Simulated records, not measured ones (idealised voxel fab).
Documented hereafter: the process module known as voxel tone inversion.
Pictured: cross-section cut, 270 nm wide, on a grid of 5 nm square cells.
Bands, listed from the top down, are how a cross-section gets written in this document; the cross-section itself is a grid of square cells, and a band is one or more rows of them. Heights first: top, then bottom, in nm. Then materials, left to right, each with a width in nm. "all across" on a single material: fills the band edge to edge. "air": empty space. Zero point of the height axis is 0; under it, received wafer = one material. Lowest band: continues down indefinitely, "0 down". The width entry "30..40" should be interpreted row by row: the top row of cells in the band takes the first number, the bottom row takes the second number, and the change between adjacent rows is uniform throughout. The cross-section has no changed cell in any step marked "nothing was modified". Look at "Trapped cavities" for the closed voids: empty spaces with no open path to the top, sized 8 cells or up. Each is width x height at distance, distance from the left edge, all nm. It should be noted that, on the line of a given step, the content following the step's settings is a remark produced by the simulator itself with respect to that step. A step line may carry the setting "overlay nm", which, for steps involving a mask, states the distance by which the mask lay to the right of its intended position; negative values denote displacement to the left.

Set out below are the planned steps of the process:
| 1 | RECEIVE [material Si] |
| 2 | CONFORMAL_DEP [material SiCN] [thk nm 10] |
| 3 | DIRECTIONAL_DEP [material polySi] [thk nm 15] |
| 4 | PATTERN [tone cover] [mask id POSTS] [material resist] [width nm 15] [pitch nm 35] [thk nm 25] [overlay nm 0] |
| 5 | DIRECTIONAL_ETCH [etch materials polySi] [depth nm 15] |
| 6 | STRIP [etch materials resist] |
| 7 | FILL_DEP [material lowk] [thk nm 10] |
| 8 | CMP [height nm 25] |
| 9 | STRIP [etch materials polySi] |
| 10 | CONFORMAL_DEP [material TiN] [thk nm 5] |
| 11 | FILL_DEP [material Ru] [thk nm 5] |
| 12 | CMP [height nm 25] |
| 13 | CONFORMAL_DEP [material SiCN] [thk nm 5] |

Cross-section of the wafer upon arrival, representing the state reached after step 1:
0 down = Si all across
Trapped cavities: none

Run as planned - first of the two wafers cross-sectioned at the end of the module:
30 to 25 = SiCN all across
25 to 15 = lowk 90 nm, TiN 5 nm, Ru 5 nm, TiN 5 nm, lowk 20 nm, TiN 5 nm, Ru 5 nm, TiN 5 nm, lowk 20 nm, TiN 5 nm, Ru 5 nm, TiN 5 nm, lowk 95 nm
15 to 10 = lowk 90 nm, TiN 15 nm, lowk 20 nm, TiN 15 nm, lowk 20 nm, TiN 15 nm, lowk 95 nm
10 to 0 = SiCN all across
0 down = Si all across
Trapped cavities: none

Wafer two (of two), end-of-module cross-section: start = wafer one, plan = wafer one, one run mistake:
30 to 25 = SiCN all across
25 to 15 = lowk all across
15 to 0 = lowk 90 nm, polySi 15 nm, lowk 20 nm, polySi 15 nm, lowk 20 nm, polySi 15 nm, lowk 95 nm
0 down = Si all across
Trapped cavities: none
Heads up, the wafer didn't run the way we planned it: the plan's step 2 was left out and never carried out
Looking at both finished wafers in cells, the second ends up ahead of or behind the first on some materials: 6 fewer of Ru, 108 fewer of SiCN, 21 fewer of TiN, 108 more of lowk, 27 more of polySi
